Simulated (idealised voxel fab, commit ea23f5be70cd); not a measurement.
The document below concerns the process module designated voxel capacitor over wiring.
FYI the section here is cut, 295 nm wide, cells are 5 nm squares.
Think of the cross-section as a grid of square cells. We describe it in bands, top to bottom, and each band covers one or more rows of those cells.
Heights first: top, then bottom, in nm. Then materials, left to right, each with a width in nm. "everywhere" on a single material: fills the band edge to edge. "empty": empty space.
Below 0: as-received wafer, all one material; heights counted from there. Lowest band: no bottom, goes on down, written "0 and below".
A width given as "30 to 40" starts at the first number in the band's top row and ends at the second number in its bottom row, shifting by an equal amount at every step from row to row.
What does "no change occurred" mean for a step? It means no cell of the cross-section changed in that step.
Look at "Closed voids list" for the closed voids: empty spaces with no open path to the top, sized 8 cells or up. Each is width x height at distance, distance from the left edge, all nm.
That trailing text on a step's line, after the settings, is the simulator's own remark on the step.
overlay nm: where the mask lay relative to plan, measured to the right, on steps with a mask; negatives go left.

INTENDED PROCESS STEPS
1: RECEIVE [material Si]
2: CONFORMAL_DEP [material SiO2] [thk nm 10]
3: CONFORMAL_DEP [material SiN] [thk nm 5]
4: DIRECTIONAL_DEP [material SiO2] [thk nm 20]
5: PATTERN [tone open] [mask id METAL_1] [material resist] [width nm 20] [pitch nm 90] [thk nm 15] [overlay nm 0]
6: DIRECTIONAL_ETCH [etch materials SiO2] [depth nm 20]
7: DIRECTIONAL_ETCH [etch materials SiN] [depth nm 5]
8: STRIP [etch materials resist]
9: CONFORMAL_DEP [material TiN] [thk nm 5]
10: FILL_DEP [material W] [thk nm 5]
11: CMP [height nm 35]
12: CONFORMAL_DEP [material SiCN] [thk nm 5]
13: DIRECTIONAL_DEP [material lowk] [thk nm 10]
14: PATTERN [tone open] [mask id PLUG_1] [material resist] [width nm 15] [thk nm 15] [overlay nm 0]
15: DIRECTIONAL_ETCH [etch materials lowk] [depth nm 10]
16: DIRECTIONAL_ETCH [etch materials SiCN] [depth nm 5]
17: STRIP [etch materials resist]
18: CONFORMAL_DEP [material TiN] [thk nm 5]
19: FILL_DEP [material W] [thk nm 10]
20: CMP [height nm 50]
21: DIRECTIONAL_DEP [material TiN] [thk nm 10]
22: DIRECTIONAL_DEP [material Al2O3] [thk nm 5]
23: DIRECTIONAL_DEP [material TiN] [thk nm 5]
24: DIRECTIONAL_DEP [material aC] [thk nm 15]
25: PATTERN [tone cover] [mask id UPPER_PLATE] [material resist] [width nm 75] [thk nm 35] [overlay nm 0]
26: DIRECTIONAL_ETCH [etch materials aC] [depth nm 15]
27: STRIP [etch materials resist]
28: DIRECTIONAL_ETCH [etch materials TiN] [depth nm 5]
29: DIRECTIONAL_ETCH [etch materials Al2O3] [depth nm 5]
30: STRIP [etch materials aC]
31: PATTERN [tone cover] [mask id LOWER_PLATE] [material resist] [width nm 85] [thk nm 20] [overlay nm 0]
32: DIRECTIONAL_ETCH [etch materials TiN] [depth nm 10]
33: STRIP [etch materials resist]
34: FILL_DEP [material SiO2] [thk nm 20]
35: CMP [height nm 85]
36: PATTERN [tone open] [mask id PLUG_2] [material resist] [width nm 15] [thk nm 20] [overlay nm 0]
37: DIRECTIONAL_ETCH [etch materials SiO2] [depth nm 15]
38: STRIP [etch materials resist]
39: CONFORMAL_DEP [material TiN] [thk nm 5]
40: FILL_DEP [material W] [thk nm 10]
41: CMP [height nm 85]
42: CONFORMAL_DEP [material SiN] [thk nm 5]

CROSS-SECTION OF THE WAFER AS IT CAME TO US, I.E., ALREADY THROUGH STEP 1
- 0 and below | Si everywhere
- Closed voids list: none

LOOKING AT THE FIRST OF TWO WAFERS IN CROSS-SECTION AT END OF MODULE - RAN TO PLAN
- 90 down to 85 | SiN everywhere
- 85 down to 75 | 105 SiO2; 5 TiN; 5 W; 5 TiN; 175 SiO2
- 75 down to 65 | 105 to 95 SiO2; 15 to 75 TiN; 175 to 125 SiO2
- 65 down to 60 | 95 SiO2; 75 Al2O3; 125 SiO2
- 60 down to 50 | 90 SiO2; 85 TiN; 120 SiO2
- 50 down to 40 | 95 lowk; 5 TiN; 5 W; 5 TiN; 185 lowk
- 40 down to 35 | 95 SiCN; 15 TiN; 185 SiCN
- 35 down to 15 | 90 SiO2; 5 TiN; 10 W; 5 TiN; 70 SiO2; 5 TiN; 10 W; 5 TiN; 95 SiO2
- 15 down to 10 | 90 SiN; 20 TiN; 70 SiN; 20 TiN; 95 SiN
- 10 down to 0 | SiO2 everywhere
- 0 and below | Si everywhere
- Closed voids list: none

CROSS-SECTIONAL VIEW OF THE SECOND OF TWO WAFERS UPON COMPLETION OF THE MODULE. THIS WAFER SHARED ITS STARTING CONDITION AND PROCESS PLAN WITH THE FIRST; ONE ERROR WAS MADE DURING ITS EXECUTION
- 90 down to 85 | SiN everywhere
- 85 down to 75 | 105 SiO2; 5 TiN; 5 W; 5 TiN; 175 SiO2
- 75 down to 70 | 105 SiO2; 15 TiN; 175 SiO2
- 70 down to 65 | SiO2 everywhere
- 65 down to 60 | 95 SiO2; 75 Al2O3; 125 SiO2
- 60 down to 50 | 90 SiO2; 85 TiN; 120 SiO2
- 50 down to 40 | 95 lowk; 5 TiN; 5 W; 5 TiN; 185 lowk
- 40 down to 35 | 95 SiCN; 15 TiN; 185 SiCN
- 35 down to 15 | 90 SiO2; 5 TiN; 10 W; 5 TiN; 70 SiO2; 5 TiN; 10 W; 5 TiN; 95 SiO2
- 15 down to 10 | 90 SiN; 20 TiN; 70 SiN; 20 TiN; 95 SiN
- 10 down to 0 | SiO2 everywhere
- 0 and below | Si everywhere
- Closed voids list: none
Where did the run depart from the plan? step 23 of the plan never got run, it was skipped over
At the finish, the second wafer shows more or fewer cells for some materials than the first does: SiO2 +15, TiN -15
